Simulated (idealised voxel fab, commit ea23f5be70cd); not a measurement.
Process module, titled voxel self aligned vias
Pictured: cross-section cut, 210 nm wide, on a grid of 5 nm square cells.
Cross-section spec: square-cell grid; bands listed top down; each band is one or more rows.
First you get the band's top height and its bottom height, in nm, and then the materials it's made of, left to right, with each width in nm. If you see a single material with "throughout", that one covers the band edge to edge. "blank" is empty space.
Heights from 0 (as-received wafer is one material below). Bottom band endless downward, as "z 0 and below".
Graded width ("30->40"): value in top row of band = first number; value in bottom row = second number; row-to-row change constant.
"no change" -> step changed no cross-section cell.
Basically, "Closed empty spaces" tells you about the enclosed voids: empty spaces with no open way to the top, 8 cells or bigger, each written width x height at distance, where distance is from the left edge, all in nm.
Anything after a step's settings on that line? It's the simulator's own note about the step.
The "overlay nm" setting may appear on a step's line; for a step that uses a mask, it gives how far to the right of its planned position the mask lay, and a negative value indicates the left.

The process steps that were planned are listed below:
1,RECEIVE: material Si
2,CONFORMAL_DEP: material SiO2, thk nm 15
3,CONFORMAL_DEP: material SiCN, thk nm 5
4,DIRECTIONAL_DEP: material lowk, thk nm 20
5,DIRECTIONAL_DEP: material aC, thk nm 10
6,PATTERN: tone open, mask id LINES, material resist, width nm 25, pitch nm 65, thk nm 25, overlay nm 0
7,DIRECTIONAL_ETCH: etch materials aC, depth nm 10
8,STRIP: etch materials resist
9,DIRECTIONAL_ETCH: etch materials lowk, depth nm 20
10,STRIP: etch materials aC
11,CONFORMAL_DEP: material TiN, thk nm 5
12,FILL_DEP: material Ru, thk nm 10
13,CMP: height nm 40
14,SELECTIVE_ETCH: etch materials W Ru TiN, depth nm 10
15,FILL_DEP: material SiN, thk nm 10
16,CMP: height nm 40
17,DIRECTIONAL_DEP: material lowk, thk nm 15
18,PATTERN: tone open, mask id VIAS, material resist, width nm 45, pitch nm 65, thk nm 15, overlay nm 0
19,DIRECTIONAL_ETCH: etch materials lowk, depth nm 15
20,DIRECTIONAL_ETCH: etch materials SiN, depth nm 10
21,STRIP: etch materials resist
22,CONFORMAL_DEP: material TiN, thk nm 5
23,FILL_DEP: material W, thk nm 5
24,CMP: height nm 55
25,CONFORMAL_DEP: material SiN, thk nm 5

So this is the incoming wafer in cross-section - it's already been through step 1:
    z 0 and below | Si throughout
    Closed empty spaces: none

Here's the cross-section of the first of our two wafers at the end of the module - it ran as planned:
    z 60 to 55 | SiN throughout
    z 55 to 45 | 15 lowk / 5 TiN / 35 W / 5 TiN / 20 lowk / 5 TiN / 35 W / 5 TiN / 20 lowk / 5 TiN / 35 W / 5 TiN / 20 lowk
    z 45 to 35 | 15->25 lowk / 15->5 TiN / 15 W / 15->5 TiN / 20->40 lowk / 15->5 TiN / 15 W / 15->5 TiN / 20->40 lowk / 15->5 TiN / 15 W / 15->5 TiN / 20->30 lowk
    z 35 to 30 | 25 lowk / 25 TiN / 40 lowk / 25 TiN / 40 lowk / 25 TiN / 30 lowk
    z 30 to 25 | 25 lowk / 5 TiN / 15 Ru / 5 TiN / 40 lowk / 5 TiN / 15 Ru / 5 TiN / 40 lowk / 5 TiN / 15 Ru / 5 TiN / 30 lowk
    z 25 to 20 | 25 lowk / 25 TiN / 40 lowk / 25 TiN / 40 lowk / 25 TiN / 30 lowk
    z 20 to 15 | SiCN throughout
    z 15 to 0 | SiO2 throughout
    z 0 and below | Si throughout
    Closed empty spaces: none

Cross-section of the latter of the two wafers at module completion. It had an identical start and an identical plan to the former; in running it, one mistake was made:
    z 60 to 55 | SiN throughout
    z 55 to 45 | 15 lowk / 5 TiN / 35 W / 5 TiN / 20 lowk / 5 TiN / 35 W / 5 TiN / 20 lowk / 5 TiN / 35 W / 5 TiN / 20 lowk
    z 45 to 40 | 15 lowk / 45 TiN / 20 lowk / 45 TiN / 20 lowk / 45 TiN / 20 lowk
    z 40 to 35 | SiCN throughout
    z 35 to 15 | lowk throughout
    z 15 to 0 | SiO2 throughout
    z 0 and below | Si throughout
    Closed empty spaces: none
What was the processing mistake? step 3 ran in the slot meant for step 4, and vice versa
Materials where the second wafer ends with more or fewer cells than the first: Ru: 9 fewer, TiN: 33 fewer, W: 18 fewer, lowk: 60 more
